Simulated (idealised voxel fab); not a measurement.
Documented hereafter: the process module known as voxel transistor to metal.
Xsec cut, 300 nm wide, square cell size 5 nm.
Throughout this document, each cross-section is represented as a grid of square cells and is presented as a sequence of bands enumerated from the top downward, where a band comprises one or more rows of cells.
Within each band entry, the heights of the top and of the bottom of the band appear first, in that order and in nm; the materials of the band then follow from left to right, each with its corresponding width in nm. The designation "full width" on a single material indicates that it fills the band from edge to edge; the designation "blank" indicates empty space.
Counting heights begins at 0, where everything beneath is, in the wafer as received, one material. The lowest band has no bottom; it goes on downwards, as "0..down" shows.
The two numbers in a width such as "30->40" mark its ends across the band: the first belongs to the top row of cells, the second to the bottom row, and from each row to the next the width moves by the same amount.
Step marked "no modification"? Then no cell in the cross-section changed in it.
Each empty space that has no open way to the top and spans at least 8 cells appears under "Enclosed void entries" as width x height at distance, the distance counted from the left edge, all in nm.
Step line, after settings: the simulator's comment on this step.
overlay nm: on a step with a mask, how far right of its planned place the mask lay; negative means left.
So here's the lineup of process steps we planned
1) RECEIVE: material Si
2) CONFORMAL_DEP: material SiO2, thk nm 5
3) CONFORMAL_DEP: material SiN, thk nm 15
4) MASKED_ETCH: tone cover, mask id ACTIVE, width nm 105, pitch nm 125, etch materials SiN, depth nm 15, overlay nm 0
5) MASKED_ETCH: tone cover, mask id ACTIVE, width nm 105, pitch nm 125, etch materials SiO2, depth nm 5, overlay nm 0
6) MASKED_ETCH: tone cover, mask id ACTIVE, width nm 105, pitch nm 125, etch materials Si, depth nm 30, overlay nm 0
7) OXIDIZE: depth nm 5
8) FILL_DEP: material SiO2, thk nm 15
9) CMP: height nm 20
10) SELECTIVE_ETCH: etch materials SiO2, depth nm 10
11) STRIP: etch materials SiN
12) SELECTIVE_ETCH: etch materials SiO2, depth nm 5
13) OXIDIZE: depth nm 5
14) DIRECTIONAL_DEP: material polySi, thk nm 30
15) DIRECTIONAL_DEP: material SiCN, thk nm 15
16) DIRECTIONAL_DEP: material aC, thk nm 10
17) PATTERN: tone cover, mask id GATE, material resist, width nm 25, pitch nm 125, thk nm 25, overlay nm 0
18) DIRECTIONAL_ETCH: etch materials aC, depth nm 10
19) STRIP: etch materials resist
20) DIRECTIONAL_ETCH: etch materials SiCN, depth nm 25
21) DIRECTIONAL_ETCH: etch materials polySi, depth nm 40
22) STRIP: etch materials aC
23) CONFORMAL_DEP: material SiN, thk nm 5
24) DIRECTIONAL_ETCH: etch materials SiN, depth nm 5
25) DIRECTIONAL_ETCH: etch materials SiO2, depth nm 5
26) DIRECTIONAL_ETCH: etch materials Si, depth nm 15
27) EPI: material pSi, thk nm 20
28) FILL_DEP: material SiO2, thk nm 5
29) CMP: height nm 30
30) STRIP: etch materials polySi
31) SELECTIVE_ETCH: etch materials SiO2, depth nm 5
32) CONFORMAL_DEP: material HfO2, thk nm 5
33) CONFORMAL_DEP: material TiN, thk nm 5
34) FILL_DEP: material W, thk nm 5
35) CMP: height nm 25
36) DIRECTIONAL_DEP: material SiO2, thk nm 10
37) DIRECTIONAL_DEP: material aC, thk nm 10
38) PATTERN: tone open, mask id CONTACT, material resist, width nm 20, thk nm 25, overlay nm 0
39) DIRECTIONAL_ETCH: etch materials aC, depth nm 10
40) STRIP: etch materials resist
41) DIRECTIONAL_ETCH: etch materials SiO2, depth nm 35
42) STRIP: etch materials aC
43) CONFORMAL_DEP: material TiN, thk nm 5
44) FILL_DEP: material Ru, thk nm 10
45) CMP: height nm 35
46) DIRECTIONAL_DEP: material TiN, thk nm 5
47) DIRECTIONAL_DEP: material Ru, thk nm 15
48) MASKED_ETCH: tone cover, mask id METAL_1, width nm 20, etch materials Ru, depth nm 15, overlay nm 0
49) MASKED_ETCH: tone cover, mask id METAL_1, width nm 20, etch materials TiN, depth nm 5, overlay nm 0
50) CONFORMAL_DEP: material SiN, thk nm 5
51) FILL_DEP: material SiO2, thk nm 10
52) CMP: height nm 55
53) CONFORMAL_DEP: material SiCN, thk nm 5
54) DIRECTIONAL_DEP: material lowk, thk nm 30
55) DIRECTIONAL_DEP: material aC, thk nm 10
56) PATTERN: tone open, mask id METAL_2_HOLES, material resist, width nm 15, pitch nm 125, thk nm 30, overlay nm 0
57) DIRECTIONAL_ETCH: etch materials aC, depth nm 10
58) STRIP: etch materials resist
59) DIRECTIONAL_ETCH: etch materials lowk, depth nm 30
60) STRIP: etch materials aC
61) PATTERN: tone open, mask id METAL_2, material resist, width nm 20, pitch nm 125, thk nm 20, overlay nm 0
62) DIRECTIONAL_ETCH: etch materials lowk, depth nm 15
63) DIRECTIONAL_ETCH: etch materials SiCN, depth nm 5
64) STRIP: etch materials resist
65) CONFORMAL_DEP: material TiN, thk nm 5
66) FILL_DEP: material Cu, thk nm 10
67) CMP: height nm 90
68) CONFORMAL_DEP: material SiCN, thk nm 5
Received-state cross-section, reflecting completion of step 1
  0..down  Si full width
  Enclosed void entries: none
Figure: cross-sectional view of the wafer upon completion of the module, processed from the initial state and according to the plan depicted above, with one error introduced during execution
  95..90  SiCN full width
  90..80  40 lowk, then 5 TiN, then 10 Cu, then 5 TiN, then 105 lowk, then 5 TiN, then 10 Cu, then 5 TiN, then 115 lowk
  80..75  40 lowk, then 5 TiN, then 5 Cu, then 10 TiN, then 105 lowk, then 5 TiN, then 5 Cu, then 10 TiN, then 115 lowk
  75..60  40 lowk, then 5 TiN, then 5 Cu, then 5 TiN, then 110 lowk, then 5 TiN, then 5 Cu, then 5 TiN, then 120 lowk
  60..55  40 SiCN, then 15 TiN, then 110 SiCN, then 15 TiN, then 120 SiCN
  55..40  35 SiO2, then 5 SiN, then 20 Ru, then 5 SiN, then 45 SiO2, then 5 SiN, then 20 Ru, then 5 SiN, then 20 SiO2, then 5 SiN, then 20 Ru, then 5 SiN, then 45 SiO2, then 5 SiN, then 20 Ru, then 5 SiN, then 35 SiO2
  40..35  40 SiN, then 20 TiN, then 55 SiN, then 20 TiN, then 30 SiN, then 20 TiN, then 55 SiN, then 20 TiN, then 40 SiN
  35..25  40 SiO2, then 5 TiN, then 10 Ru, then 5 TiN, then 55 SiO2, then 5 TiN, then 10 Ru, then 5 TiN, then 30 SiO2, then 5 TiN, then 10 Ru, then 5 TiN, then 55 SiO2, then 5 TiN, then 10 Ru, then 5 TiN, then 40 SiO2
  25..20  40 SiO2, then 5 TiN, then 10 Ru, then 5 TiN, then 10 SiO2, then 5 SiN, then 5 HfO2, then 5 TiN, then 5 W, then 5 TiN, then 5 HfO2, then 5 SiN, then 10 SiO2, then 5 TiN, then 10 Ru, then 5 TiN, then 30 SiO2, then 5 TiN, then 10 Ru, then 5 TiN, then 10 SiO2, then 5 SiN, then 5 HfO2, then 5 TiN, then 5 W, then 5 TiN, then 5 HfO2, then 5 SiN, then 10 SiO2, then 5 TiN, then 10 Ru, then 5 TiN, then 40 SiO2
  20..15  40 SiO2, then 20 TiN, then 10 SiO2, then 5 SiN, then 5 HfO2, then 5 TiN, then 5 W, then 5 TiN, then 5 HfO2, then 5 SiN, then 10 SiO2, then 20 TiN, then 30 SiO2, then 20 TiN, then 10 SiO2, then 5 SiN, then 5 HfO2, then 5 TiN, then 5 W, then 5 TiN, then 5 HfO2, then 5 SiN, then 10 SiO2, then 20 TiN, then 40 SiO2
  15..5  40 SiO2, then 10 TiN, then 20 pSi, then 5 SiN, then 5 HfO2, then 5 TiN, then 5 W, then 5 TiN, then 5 HfO2, then 5 SiN, then 20 pSi, then 10 TiN, then 30 SiO2, then 10 TiN, then 20 pSi, then 5 SiN, then 5 HfO2, then 5 TiN, then 5 W, then 5 TiN, then 5 HfO2, then 5 SiN, then 20 pSi, then 10 TiN, then 40 SiO2
  5..0  20 SiO2, then 5 SiN, then 10 SiO2, then 35 pSi, then 5 SiN, then 5 HfO2, then 15 TiN, then 5 HfO2, then 5 SiN, then 35 pSi, then 20 SiO2, then 35 pSi, then 5 SiN, then 5 HfO2, then 15 TiN, then 5 HfO2, then 5 SiN, then 35 pSi, then 10 SiO2, then 5 SiN, then 20 SiO2
  0..-5  20 SiO2, then 5 SiN, then 10 SiO2, then 5 SiN, then 30 pSi, then 35 HfO2, then 30 pSi, then 5 SiN, then 20 SiO2, then 5 SiN, then 30 pSi, then 35 HfO2, then 30 pSi, then 5 SiN, then 10 SiO2, then 5 SiN, then 20 SiO2
  -5..-10  20 SiO2, then 5 SiN, then 10 SiO2, then 5 SiN, then 5 SiO2, then 25 pSi, then 35 Si, then 25 pSi, then 5 SiO2, then 5 SiN, then 20 SiO2, then 5 SiN, then 5 SiO2, then 25 pSi, then 35 Si, then 25 pSi, then 5 SiO2, then 5 SiN, then 10 SiO2, then 5 SiN, then 20 SiO2
  -10..-15  45 SiO2, then 25 pSi, then 35 Si, then 25 pSi, then 40 SiO2, then 25 pSi, then 35 Si, then 25 pSi, then 45 SiO2
  -15..-20  40 SiO2, then 5 Si, then 25 pSi, then 35 Si, then 25 pSi, then 5 Si, then 30 SiO2, then 5 Si, then 25 pSi, then 35 Si, then 25 pSi, then 5 Si, then 40 SiO2
  -20..-35  40 SiO2, then 95 Si, then 30 SiO2, then 95 Si, then 40 SiO2
  -35..down  Si full width
  Enclosed void entries: none
Diagnosis: the executed order of steps 10 and 11 is the reverse of that specified in the plan, each step having taken the other's position
